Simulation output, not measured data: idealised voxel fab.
The following process module bears the name voxel trench capacitor.
cross-section cut | 285 nm wide | cells 5 nm
A cross-section is a grid of square cells, given in bands from the top down. A band is one or more rows of cells. Look at the band entry: it leads with the top's height and the bottom's height in nm. Then it lists the materials left to right, with a width in nm for each. The word "throughout" on a single material says that material fills the band edge to edge. The word "air" is empty space. Heights are measured from 0, the level below which the as-received wafer is all one material; the lowest band has no bottom and continues downward, written as in "z 0 and below". The width entry "30->40" should be interpreted row by row: the top row of cells in the band takes the first number, the bottom row takes the second number, and the change between adjacent rows is uniform throughout. You'll sometimes find "no alterations made" written for a step, and that's the way of saying that nowhere in the cross-section did a cell change during that step. This entry, "Enclosed internal voids", enumerates those empty regions of no fewer than 8 cells that possess no open connection to the top. Each region is reported in the form width x height at distance, the distance being taken from the left edge, with all three quantities expressed in nm. On a step's line, text after the settings is the simulator commenting on that step. "overlay nm" denotes, for a step that has a mask, the displacement of the mask to the right of its planned place, with negative values corresponding to the left.
Set out below are the planned steps of the process:
1. RECEIVE | material Si
2. CONFORMAL_DEP | material SiN | thk nm 5
3. MASKED_ETCH | tone open | mask id TRENCH | width nm 25 | pitch nm 40 | etch materials SiN | depth nm 5 | overlay nm 0
4. MASKED_ETCH | tone open | mask id TRENCH | width nm 25 | pitch nm 40 | etch materials Si | depth nm 35 | overlay nm 0
5. CONFORMAL_DEP | material Al2O3 | thk nm 5
6. CONFORMAL_DEP | material TiN | thk nm 5
7. FILL_DEP | material W | thk nm 10
8. CMP | height nm 5
Shown in cross-section is the wafer as received, that is, as it stands after step 1:
* z 0 and below | Si throughout
* Enclosed internal voids: none
First wafer of two, sectioned at end of module; run went per plan:
* z 5 to 0 | 70 of SiN, 5 of Al2O3, 5 of TiN, 5 of W, 5 of TiN, 5 of Al2O3, 15 of SiN, 5 of Al2O3, 5 of TiN, 5 of W, 5 of TiN, 5 of Al2O3, 15 of SiN, 5 of Al2O3, 5 of TiN, 5 of W, 5 of TiN, 5 of Al2O3, 15 of SiN, 5 of Al2O3, 5 of TiN, 5 of W, 5 of TiN, 5 of Al2O3, 70 of SiN
* z 0 to -25 | 70 of Si, 5 of Al2O3, 5 of TiN, 5 of W, 5 of TiN, 5 of Al2O3, 15 of Si, 5 of Al2O3, 5 of TiN, 5 of W, 5 of TiN, 5 of Al2O3, 15 of Si, 5 of Al2O3, 5 of TiN, 5 of W, 5 of TiN, 5 of Al2O3, 15 of Si, 5 of Al2O3, 5 of TiN, 5 of W, 5 of TiN, 5 of Al2O3, 70 of Si
* z -25 to -30 | 70 of Si, 5 of Al2O3, 15 of TiN, 5 of Al2O3, 15 of Si, 5 of Al2O3, 15 of TiN, 5 of Al2O3, 15 of Si, 5 of Al2O3, 15 of TiN, 5 of Al2O3, 15 of Si, 5 of Al2O3, 15 of TiN, 5 of Al2O3, 70 of Si
* z -30 to -35 | 70 of Si, 25 of Al2O3, 15 of Si, 25 of Al2O3, 15 of Si, 25 of Al2O3, 15 of Si, 25 of Al2O3, 70 of Si
* z -35 and below | Si throughout
* Enclosed internal voids: none
What the second wafer looks like in cross-section once the module is done. Its start and its plan matched the first wafer's exactly; what differed was one mistake in how it was run:
* z 5 to 0 | 70 of Al2O3, 25 of SiN, 15 of Al2O3, 25 of SiN, 15 of Al2O3, 25 of SiN, 15 of Al2O3, 25 of SiN, 70 of Al2O3
* z 0 and below | Si throughout
* Enclosed internal voids: none
Run error: step 3 ran as: MASKED_ETCH | tone cover | mask id TRENCH | width nm 25 | pitch nm 40 | etch materials SiN | depth nm 5 | overlay nm 0
In the final state, the cell counts of the second wafer exceed or fall short of those of the first for the following materials: Al2O3: 39 fewer, Si: 140 more, SiN: 17 fewer, TiN: 60 fewer, W: 24 fewer
